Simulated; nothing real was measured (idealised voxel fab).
Process module, titled voxel ribs on slabs
The width of the displayed cross-section, cut, is 225 nm; its cells are square, with a size of 5 nm.
This document writes a cross-section as a grid whose cells are square, and gives it as bands, listed from the top down; one or more rows of cells form a band. The band entry comprises the height of the band's top followed by the height of its bottom, expressed in nm, and subsequently the band's materials from left to right, each stated together with its width in nm. Where a single material is marked with the word "full width", that material fills the band from edge to edge. The word "blank" represents empty space. Heads up on the height convention: 0 is the point under which the incoming wafer is all one material, and the lowest band has no bottom, it just keeps going down, like "0 down". A width given as "30..40" starts at the first number in the band's top row and ends at the second number in its bottom row, shifting by an equal amount at every step from row to row. Where the words "nothing got changed" appear for a step, the cross-section shows no cell changed by that step; every cell remained as before. So "Sealed-off cavities" is basically the list of trapped voids: any empty space of 8 cells or more that can't reach the top through an opening. They're written width x height at distance, the distance being from the left edge, and it's all nm. Formally, on a step line, whatever follows the settings is a remark that the simulator itself makes on the step. "overlay nm", when on a step's line for a step with a mask, measures how far to the right of its planned place the mask lay; a negative measure means to the left.
LISTED BELOW ARE THE PROCESS STEPS AS PLANNED
1: RECEIVE [material Si]
2: DIRECTIONAL_DEP [material SiO2] [thk nm 25]
3: DIRECTIONAL_DEP [material SiN] [thk nm 15]
4: DIRECTIONAL_DEP [material aC] [thk nm 15]
5: PATTERN [tone cover] [mask id RIB] [material resist] [width nm 15] [thk nm 35] [overlay nm 0]
6: DIRECTIONAL_ETCH [etch materials aC] [depth nm 15]
7: STRIP [etch materials resist]
8: DIRECTIONAL_ETCH [etch materials SiN] [depth nm 10]
9: STRIP [etch materials aC]
10: MASKED_ETCH [tone cover] [mask id SLAB] [width nm 55] [etch materials SiN] [depth nm 5] [overlay nm 0]
11: FILL_DEP [material SiO2] [thk nm 20]
12: CMP [height nm 55]
13: DIRECTIONAL_DEP [material TiN] [thk nm 5]
14: PATTERN [tone cover] [mask id HEATER] [material resist] [width nm 25] [thk nm 20] [overlay nm 0]
15: DIRECTIONAL_ETCH [etch materials TiN] [depth nm 5]
16: STRIP [etch materials resist]
17: CONFORMAL_DEP [material SiN] [thk nm 10]
WAFER AS RECEIVED: CROSS-SECTION FOLLOWING STEP 1
0 down: Si full width
Sealed-off cavities: none
STARTING WAFER: ABOVE. PLAN: ABOVE. RUN: ONE MISTAKE. CROSS-SECTION AFTER THE MODULE: BELOW
70 to 65: blank (90) / SiN (45) / blank (90)
65 to 60: SiN full width
60 to 55: SiN (100) / TiN (25) / SiN (100)
55 to 35: SiO2 full width
35 to 30: SiO2 (105) / SiN (15) / SiO2 (105)
30 to 25: SiN (85) / SiO2 (20) / SiN (15) / SiO2 (20) / SiN (85)
25 to 0: SiO2 full width
0 down: Si full width
Sealed-off cavities: none
what went wrong: step 10 deviated from plan and actually ran as MASKED_ETCH [tone open] [mask id SLAB] [width nm 55] [etch materials SiN] [depth nm 5] [overlay nm 0]
